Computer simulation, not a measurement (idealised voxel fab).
A process module follows: voxel spacer lines.
Cross-sectional view cut (width: 220 nm; square cell size: 5 nm).
Think of the cross-section as a grid of square cells. We describe it in bands, top to bottom, and each band covers one or more rows of those cells.
In this notation a band is specified by the heights of its top and bottom, in that order and in nm, after which its materials appear from left to right, each paired with its width in nm. The word "everywhere" attached to a single material means that material fills the band from edge to edge; the word "blank" stands for empty space.
Height reference: 0 = level under which incoming wafer is all one material. Lowest band: no bottom, runs on downward, e.g. "z 0 and below".
Think of "30..40" as a width that walks from the first number to the second as you go down the band, top row to bottom row, taking equal-sized steps from row to row.
When a step is marked "nothing different", none of the cells in the cross-section changed during that step.
Any empty space of 8 cells or more lacking an open way to the top shows up in "Unvented internal voids" as width x height at distance, distance from the left edge, in nm.
The remark found on a step's line after its settings is issued by the simulator itself and pertains to that step.
overlay nm, on a step with a mask: how far to the right of its planned place the mask lay; to the left if negative

**Process steps (planned)**
1: RECEIVE (material Si)
2: CONFORMAL_DEP (material Al2O3; thk nm 10)
3: DIRECTIONAL_DEP (material TiN; thk nm 10)
4: DIRECTIONAL_DEP (material aC; thk nm 20)
5: PATTERN (tone cover; mask id MANDREL; material resist; width nm 20; pitch nm 60; thk nm 30; overlay nm 0)
6: DIRECTIONAL_ETCH (etch materials aC; depth nm 20)
7: STRIP (etch materials resist)
8: CONFORMAL_DEP (material SiN; thk nm 10)
9: DIRECTIONAL_ETCH (etch materials SiN; depth nm 10)
10: STRIP (etch materials aC)
11: DIRECTIONAL_ETCH (etch materials TiN; depth nm 10)
12: STRIP (etch materials SiN)

**as received, after step 1**
    z 0 and below  Si everywhere
    Unvented internal voids: none

**Cross-sectional result after module completion. Note: starting condition and plan are unchanged from above; one processing mistake was made**
    z 20 to 10  40 nm blank; 20 nm TiN; 40 nm blank; 20 nm TiN; 40 nm blank; 20 nm TiN; 40 nm blank
    z 10 to 0  Al2O3 everywhere
    z 0 and below  Si everywhere
    Unvented internal voids: none
What was the processing mistake? step 5 was processed under conditions differing from the plan, specifically as PATTERN (tone open; mask id MANDREL; material resist; width nm 20; pitch nm 60; thk nm 30; overlay nm 0)
